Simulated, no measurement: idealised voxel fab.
The following process module bears the name voxel gate over fins.
Shown is cross-section cut, with a width of 275 nm and square cells of size 5 nm.
Think of the cross-section as a grid of square cells. We describe it in bands, top to bottom, and each band covers one or more rows of those cells. What a band's entry tells you: where the top is and where the bottom is, as heights in nm, and after that what lies inside, material by material from left to right, each with its width in nm. Empty space is written as the word "empty", and a single material marked with the word "everywhere" occupies the band from edge to edge. For the purposes of this specification, 0 denotes the height below which the wafer in its as-received condition is composed wholly of one material, and the lowermost band, lacking a lower limit, extends downward without end, as expressed in "top 0, no bottom". Per-row width for "30 to 40": begins at first number (top row of band), ends at second number (bottom row), increment between rows held constant. What does "no alterations made" mean for a step? It means no cell of the cross-section changed in that step. You'll see "Fully closed voids" listing empty spaces that have no way open to the top, as long as they're 8 cells or more; the notation is width x height at distance, where the distance is from the left edge, and all of it is in nm. Read whatever lies past the settings on a step's line as the simulator's own remark about the step. "overlay nm" denotes, for a step that has a mask, the displacement of the mask to the right of its planned place, with negative values corresponding to the left.
# Listed below are the process steps as planned
- 1: RECEIVE [material Si]
- 2: CONFORMAL_DEP [material SiN] [thk nm 10]
- 3: MASKED_ETCH [tone cover] [mask id FINS] [width nm 15] [pitch nm 55] [etch materials SiN] [depth nm 10] [overlay nm 0]
- 4: MASKED_ETCH [tone cover] [mask id FINS] [width nm 15] [pitch nm 55] [etch materials Si] [depth nm 35] [overlay nm 0]
- 5: FILL_DEP [material SiO2] [thk nm 10]
- 6: CMP [height nm 10]
- 7: PATTERN [tone open] [mask id RAIL] [material resist] [width nm 15] [thk nm 15] [overlay nm 0]
- 8: DIRECTIONAL_ETCH [etch materials SiO2] [depth nm 40]
- 9: STRIP [etch materials resist]
- 10: CONFORMAL_DEP [material TiN] [thk nm 5]
- 11: FILL_DEP [material W] [thk nm 10]
- 12: CMP [height nm 10]
- 13: SELECTIVE_ETCH [etch materials W Ru TiN] [depth nm 30]
- 14: FILL_DEP [material SiO2] [thk nm 5]
- 15: CMP [height nm 10]
- 16: SELECTIVE_ETCH [etch materials SiO2] [depth nm 25]
- 17: STRIP [etch materials SiN]
- 18: CONFORMAL_DEP [material HfO2] [thk nm 5]
- 19: CONFORMAL_DEP [material TiN] [thk nm 5]
- 20: CONFORMAL_DEP [material TiAl] [thk nm 5]
- 21: CONFORMAL_DEP [material TiN] [thk nm 5]
- 22: FILL_DEP [material W] [thk nm 10]
- 23: CMP [height nm 25]
- 24: CONFORMAL_DEP [material SiN] [thk nm 10]
# as received, after step 1
    top 0, no bottom  Si everywhere
    Fully closed voids: none
# This is how the wafer looks in cross-section once the module is done, given the starting state and plan above and one mistake in carrying the plan out
    top 35, bottom 25  SiN everywhere
    top 25, bottom 20  W everywhere
    top 20, bottom 15  W: 80 | TiN: 110 | W: 85
    top 15, bottom 10  W: 80 | TiN: 5 | TiAl: 45 | TiN: 10 | TiAl: 45 | TiN: 5 | W: 85
    top 10, bottom 5  W: 80 | TiN: 5 | TiAl: 5 | TiN: 35 | TiAl: 5 | TiN: 10 | TiAl: 5 | TiN: 35 | TiAl: 5 | TiN: 5 | W: 85
    top 5, bottom 0  TiN: 85 | TiAl: 5 | TiN: 5 | HfO2: 25 | TiN: 5 | TiAl: 5 | TiN: 10 | TiAl: 5 | TiN: 5 | HfO2: 25 | TiN: 5 | TiAl: 5 | TiN: 90
    top 0, bottom -5  TiAl: 90 | TiN: 5 | HfO2: 5 | Si: 15 | HfO2: 5 | TiN: 5 | TiAl: 20 | TiN: 5 | HfO2: 5 | Si: 15 | HfO2: 5 | TiN: 5 | TiAl: 95
    top -5, bottom -10  TiN: 95 | HfO2: 5 | Si: 15 | HfO2: 5 | TiN: 30 | HfO2: 5 | Si: 15 | HfO2: 5 | TiN: 100
    top -10, bottom -15  HfO2: 100 | Si: 15 | HfO2: 40 | Si: 15 | HfO2: 105
    top -15, bottom -20  SiO2: 100 | Si: 15 | SiO2: 40 | Si: 15 | SiO2: 105
    top -20, bottom -25  SiO2: 100 | Si: 15 | SiO2: 5 | TiN: 5 | W: 15 | TiN: 5 | SiO2: 10 | Si: 15 | SiO2: 105
    top -25, bottom -30  SiO2: 100 | Si: 15 | SiO2: 5 | TiN: 25 | SiO2: 10 | Si: 15 | SiO2: 105
    top -30, bottom -35  SiO2: 100 | Si: 15 | SiO2: 40 | Si: 15 | SiO2: 105
    top -35, no bottom  Si everywhere
    Fully closed voids: none
Deviation noted in wafer processing: planned and actual differ for step 7; actual: PATTERN [tone open] [mask id RAIL] [material resist] [width nm 25] [thk nm 15] [overlay nm 0]
